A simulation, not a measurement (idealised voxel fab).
Process module heading - voxel capacitor over wiring
Shown is cross-section cut, with a width of 210 nm and square cells of size 5 nm.
Notation: cross-section as square-cell grid; stated in bands, top first, going down; one or more cell rows per band. Basically the band line says how high the top is and how high the bottom is, in nm, and then what's in it from left to right, every material with its width in nm. Empty space shows up as "air", and if a single material carries "edge to edge" it runs the full band edge to edge. Heights from 0 (as-received wafer is one material below). Bottom band endless downward, as "0 down". Note: "30 to 40" means the width goes from the first number (top row of the band) to the second number (bottom row) in equal steps per row of cells. "nothing different" means the step left every cell of the cross-section as it was. Under "Sealed-off cavities" you'll find the enclosed gaps, the ones with no way out to the top, that are 8 cells or bigger; each reads width x height at distance, with distance counted from the left edge, everything in nm. Heads up: the bit after the settings on a step's line is the simulator's remark on that step. overlay nm: mask right of planned place by this much (step with mask). Neg. = left.
# This section lists the process steps that were planned
1) RECEIVE (material Si)
2) CONFORMAL_DEP (material SiO2; thk nm 10)
3) CONFORMAL_DEP (material SiCN; thk nm 5)
4) DIRECTIONAL_DEP (material SiO2; thk nm 15)
5) PATTERN (tone open; mask id METAL_1; material resist; width nm 30; pitch nm 95; thk nm 20; overlay nm 0)
6) DIRECTIONAL_ETCH (etch materials SiO2; depth nm 15)
7) DIRECTIONAL_ETCH (etch materials SiCN; depth nm 5)
8) STRIP (etch materials resist)
9) CONFORMAL_DEP (material TiN; thk nm 5)
10) FILL_DEP (material Cu; thk nm 5)
11) CMP (height nm 30)
12) CONFORMAL_DEP (material SiCN; thk nm 5)
13) DIRECTIONAL_DEP (material lowk; thk nm 20)
14) PATTERN (tone open; mask id PLUG_1; material resist; width nm 15; thk nm 15; overlay nm 0)
15) DIRECTIONAL_ETCH (etch materials lowk; depth nm 20)
16) DIRECTIONAL_ETCH (etch materials SiCN; depth nm 5)
17) STRIP (etch materials resist)
18) EPI (material Ru; thk nm 10)
19) EPI (material Ru; thk nm 10)
20) EPI (material Ru; thk nm 5)
21) DIRECTIONAL_DEP (material TiN; thk nm 5)
22) DIRECTIONAL_DEP (material HfO2; thk nm 5)
23) DIRECTIONAL_DEP (material TiN; thk nm 5)
24) MASKED_ETCH (tone cover; mask id UPPER_PLATE; width nm 70; etch materials TiN; depth nm 5; overlay nm 0)
25) MASKED_ETCH (tone cover; mask id UPPER_PLATE; width nm 70; etch materials HfO2; depth nm 5; overlay nm 0)
26) MASKED_ETCH (tone cover; mask id LOWER_PLATE; width nm 80; etch materials TiN; depth nm 5; overlay nm 0)
27) FILL_DEP (material SiO2; thk nm 15)
28) CMP (height nm 80)
29) DIRECTIONAL_DEP (material aC; thk nm 15)
30) PATTERN (tone open; mask id PLUG_2; material resist; width nm 15; thk nm 30; overlay nm 0)
31) DIRECTIONAL_ETCH (etch materials aC; depth nm 15)
32) STRIP (etch materials resist)
33) DIRECTIONAL_ETCH (etch materials SiO2; depth nm 10)
34) STRIP (etch materials aC)
35) CONFORMAL_DEP (material TiN; thk nm 5)
36) FILL_DEP (material W; thk nm 5)
37) CMP (height nm 80)
38) CONFORMAL_DEP (material SiN; thk nm 5)
# As-received wafer cross-section (after step 1)
* 0 down  Si edge to edge
* Sealed-off cavities: none
# First of two wafers at the end of the module, shown in cross-section; run carried out as planned
* 85 to 80  SiN edge to edge
* 80 to 75  65 SiO2 | 5 TiN | 5 W | 5 TiN | 130 SiO2
* 75 to 65  65 to 55 SiO2 | 15 to 70 TiN | 130 to 85 SiO2
* 65 to 60  55 SiO2 | 70 HfO2 | 85 SiO2
* 60 to 55  50 SiO2 | 80 TiN | 80 SiO2
* 55 to 35  55 lowk | 15 Ru | 140 lowk
* 35 to 30  55 SiCN | 15 Ru | 140 SiCN
* 30 to 15  40 SiO2 | 5 TiN | 20 Cu | 5 TiN | 65 SiO2 | 5 TiN | 20 Cu | 5 TiN | 45 SiO2
* 15 to 10  40 SiCN | 30 TiN | 65 SiCN | 30 TiN | 45 SiCN
* 10 to 0  SiO2 edge to edge
* 0 down  Si edge to edge
* Sealed-off cavities: none
# So this is wafer number two of the two, cut at the end of the module - it started where the first did and had the same plan, we just got one thing wrong running it
* 85 to 80  SiN edge to edge
* 80 to 75  65 SiO2 | 5 TiN | 5 W | 5 TiN | 130 SiO2
* 75 to 65  65 to 55 SiO2 | 15 to 70 TiN | 130 to 85 SiO2
* 65 to 60  55 SiO2 | 70 HfO2 | 85 SiO2
* 60 to 55  50 SiO2 | 80 TiN | 80 SiO2
* 55 to 35  55 lowk | 15 Ru | 140 lowk
* 35 to 30  55 SiCN | 15 Ru | 140 SiCN
* 30 to 20  40 SiO2 | 5 TiN | 20 Cu | 5 TiN | 65 SiO2 | 5 TiN | 20 Cu | 5 TiN | 45 SiO2
* 20 to 15  40 SiO2 | 30 TiN | 65 SiO2 | 30 TiN | 45 SiO2
* 15 to 5  SiO2 edge to edge
* 5 to 0  SiCN edge to edge
* 0 down  Si edge to edge
* Sealed-off cavities: none
Finding, execution versus plan: plan vs actual: 2 and 3 interchanged
In the final state, the cell counts of the second wafer exceed or fall short of those of the first for the following materials: Cu -8, SiCN +12, TiN -4
